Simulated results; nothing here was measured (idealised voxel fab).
The document below concerns the process module designated voxel local oxidation.
Cross-sectional view cut (width: 165 nm; square cell size: 5 nm).
When this document writes out a cross-section, it uses a grid of square cells and lists it as bands, beginning at the top and moving down, with a band standing for one or more rows of cells.
Per band: top height and bottom height in nm, followed by the left-to-right materials and their widths in nm; "everywhere" marks a single material spanning edge to edge, "empty" marks empty space.
Height datum 0, below which the as-received substrate wafer is one material. Lowest band open at the bottom, running downward: "0 and below".
Width: "30..40" (first number = top row, second number = bottom row, same change from row to row of cells).
Reading "nothing got changed" for a step: not a cell of the cross-section changed in it.
Each empty space that has no open way to the top and spans at least 8 cells appears under "Entrapped voids" as width x height at distance, the distance counted from the left edge, all in nm.
Past the settings on a step's line: simulator remark, on that step.
On any step carrying a mask, the "overlay nm" setting, if present on the step's line, tells how far right of its planned place the mask lay; negative values point to the left.

# Process steps (planned)
step 1: RECEIVE [material Si]
step 2: OXIDIZE [depth nm 5]
step 3: CONFORMAL_DEP [material SiN] [thk nm 15]
step 4: PATTERN [tone cover] [mask id ACTIVE] [material resist] [width nm 105] [thk nm 15] [overlay nm 0]
step 5: DIRECTIONAL_ETCH [etch materials SiN] [depth nm 15]
step 6: STRIP [etch materials resist]
step 7: SELECTIVE_ETCH [etch materials SiO2] [depth nm 5]
step 8: OXIDIZE [depth nm 15]
step 9: STRIP [etch materials SiN]

# The cross-section here shows the wafer as received, i.e. in its state after step 1
  0 and below: Si everywhere
  Entrapped voids: none

# The following cross-section depicts the wafer upon conclusion of the module. Processing commenced from the starting condition illustrated above and adhered to the plan illustrated above, save for one mistake in execution
  10 down to -5: SiO2 everywhere
  -5 and below: Si everywhere
  Entrapped voids: none
Plan not followed: step 3 ran differently from the plan; actual operation with settings: CONFORMAL_DEP [material SiO2] [thk nm 15]
